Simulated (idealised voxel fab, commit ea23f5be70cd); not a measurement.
Module name: voxel local oxidation (process module)
Cross-sectional view cut (width: 175 nm; square cell size: 5 nm).
Bands, listed from the top down, are how a cross-section gets written in this document; the cross-section itself is a grid of square cells, and a band is one or more rows of them.
Within each band entry, the heights of the top and of the bottom of the band appear first, in that order and in nm; the materials of the band then follow from left to right, each with its corresponding width in nm. The designation "all across" on a single material indicates that it fills the band from edge to edge; the designation "blank" indicates empty space.
Zero point of the height axis is 0; under it, received wafer = one material. Lowest band: continues down indefinitely, "top 0, no bottom".
The expression "30 to 40" gives the width at the extremes of the band, the first number at its top row of cells and the second at its bottom row, with the width changing by equal amounts from each row to the next in between.
Basically "remained unchanged" means that step didn't change any cell in the cross-section.
The entry "Sealed internal voids" lists the empty spaces that cover at least 8 cells and have no open path to the top. Each is written as width x height at distance, where the distance is measured from the left edge and all three values are in nm.
Note: text after step settings on the step line = simulator remark on that step.
The optional step-line setting "overlay nm" applies to steps with a mask and quantifies how far to the right of its planned location the mask lay, a negative value indicating leftward placement.
**plan**
| 1 | RECEIVE,material Si |
| 2 | OXIDIZE,depth nm 5 |
| 3 | CONFORMAL_DEP,material SiN,thk nm 15 |
| 4 | PATTERN,tone cover,mask id ACTIVE,material resist,width nm 95,thk nm 15,overlay nm 0 |
| 5 | DIRECTIONAL_ETCH,etch materials SiN,depth nm 15 |
| 6 | STRIP,etch materials resist |
| 7 | SELECTIVE_ETCH,etch materials SiO2,depth nm 5 |
| 8 | OXIDIZE,depth nm 10 |
| 9 | STRIP,etch materials SiN |
Same starting wafers, different width nm at step 4. Plan value belongs to the first wafer.
**Incoming state of the first of several wafers in cross-section: after step 1**
* top 0, no bottom  Si all across
* Sealed internal voids: none
**The figure below presents a cross-section of the first of several wafers at the conclusion of the module, following its last step, step 9**
* top 0, bottom -5  45 blank, 85 SiO2, 45 blank
* top -5, bottom -15  55 SiO2, 65 Si, 55 SiO2
* top -15, no bottom  Si all across
* Sealed internal voids: none
**Cross-sectional view of the final wafer of several at the module's end**
* top 0, bottom -5  35 blank, 110 SiO2, 30 blank
* top -5, bottom -15  45 SiO2, 90 Si, 40 SiO2
* top -15, no bottom  Si all across
* Sealed internal voids: none
**Wafer rows, end of module: cells per material gained (+) or lost (-) since receipt; closed voids last**
width nm 95; -79 Si; +61 SiO2; Sealed internal voids: none
width nm 100; -77 Si; +60 SiO2; Sealed internal voids: none
width nm 105; -75 Si; +59 SiO2; Sealed internal voids: none
width nm 110; -73 Si; +58 SiO2; Sealed internal voids: none
width nm 115; -71 Si; +57 SiO2; Sealed internal voids: none
width nm 120; -69 Si; +56 SiO2; Sealed internal voids: none
